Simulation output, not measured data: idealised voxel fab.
The document below concerns the process module designated voxel trench capacitor.
The figure presents cross-section cut, which has a width of 200 nm and is divided into square cells with an edge length of 5 nm.
A cross-section is written here as square cells arranged in a grid, and it is given in bands from the top down, each band taking up one or more rows of cells.
Band: top height; bottom height; in nm. Then, left to right: material with width in nm, for each material. "everywhere": a single material spanning edge to edge. "empty": empty space.
Zero point of the height axis is 0; under it, received wafer = one material. Lowest band: continues down indefinitely, "0 nm and below".
Width: "30..40" (first number = top row, second number = bottom row, same change from row to row of cells).
What does "nothing got changed" mean for a step? It means no cell of the cross-section changed in that step.
The label "Fully sealed voids" introduces a list of the empty spaces, 8 cells or larger, that have no open way up to the top; each entry in it reads width x height at distance, where the distance is taken from the left edge and all three are stated in nm.
That trailing text on a step's line, after the settings, is the simulator's own remark on the step.
Regarding "overlay nm": on a step with a mask, it is the distance the mask lay to the right of its planned place; a negative value places it to the left.
**Planned process steps**
| 1 | RECEIVE [material Si] |
| 2 | CONFORMAL_DEP [material SiN] [thk nm 10] |
| 3 | DIRECTIONAL_DEP [material aC] [thk nm 10] |
| 4 | PATTERN [tone open] [mask id TRENCH] [material resist] [width nm 25] [pitch nm 45] [thk nm 30] [overlay nm 0] |
| 5 | DIRECTIONAL_ETCH [etch materials aC] [depth nm 10] |
| 6 | STRIP [etch materials resist] |
| 7 | DIRECTIONAL_ETCH [etch materials SiN] [depth nm 10] |
| 8 | DIRECTIONAL_ETCH [etch materials Si] [depth nm 35] |
| 9 | STRIP [etch materials aC] |
| 10 | CONFORMAL_DEP [material SiO2] [thk nm 5] |
| 11 | FILL_DEP [material polySi] [thk nm 10] |
| 12 | CMP [height nm 10] |
**Delivered wafer in cross-section: state after step 1**
* 0 nm and below = Si everywhere
* Fully sealed voids: none
**Below is the wafer in cross-section after the module was completed. It began from the starting point shown above and followed the plan shown above, except that one mistake was made while running it**
* 10 nm to 0 nm = SiN (20) / SiO2 (5) / polySi (20) / SiO2 (5) / SiN (15) / SiO2 (5) / polySi (20) / SiO2 (5) / SiN (15) / SiO2 (5) / polySi (20) / SiO2 (5) / SiN (15) / SiO2 (5) / polySi (20) / SiO2 (5) / SiN (15)
* 0 nm to -30 nm = Si (20) / SiO2 (5) / polySi (20) / SiO2 (5) / Si (15) / SiO2 (5) / polySi (20) / SiO2 (5) / Si (15) / SiO2 (5) / polySi (20) / SiO2 (5) / Si (15) / SiO2 (5) / polySi (20) / SiO2 (5) / Si (15)
* -30 nm to -35 nm = Si (20) / SiO2 (30) / Si (15) / SiO2 (30) / Si (15) / SiO2 (30) / Si (15) / SiO2 (30) / Si (15)
* -35 nm and below = Si everywhere
* Fully sealed voids: none
Which mistake was made when the wafer was run? rather than as planned, step 4 actually ran as PATTERN [tone open] [mask id TRENCH] [material resist] [width nm 30] [pitch nm 45] [thk nm 30] [overlay nm 0]
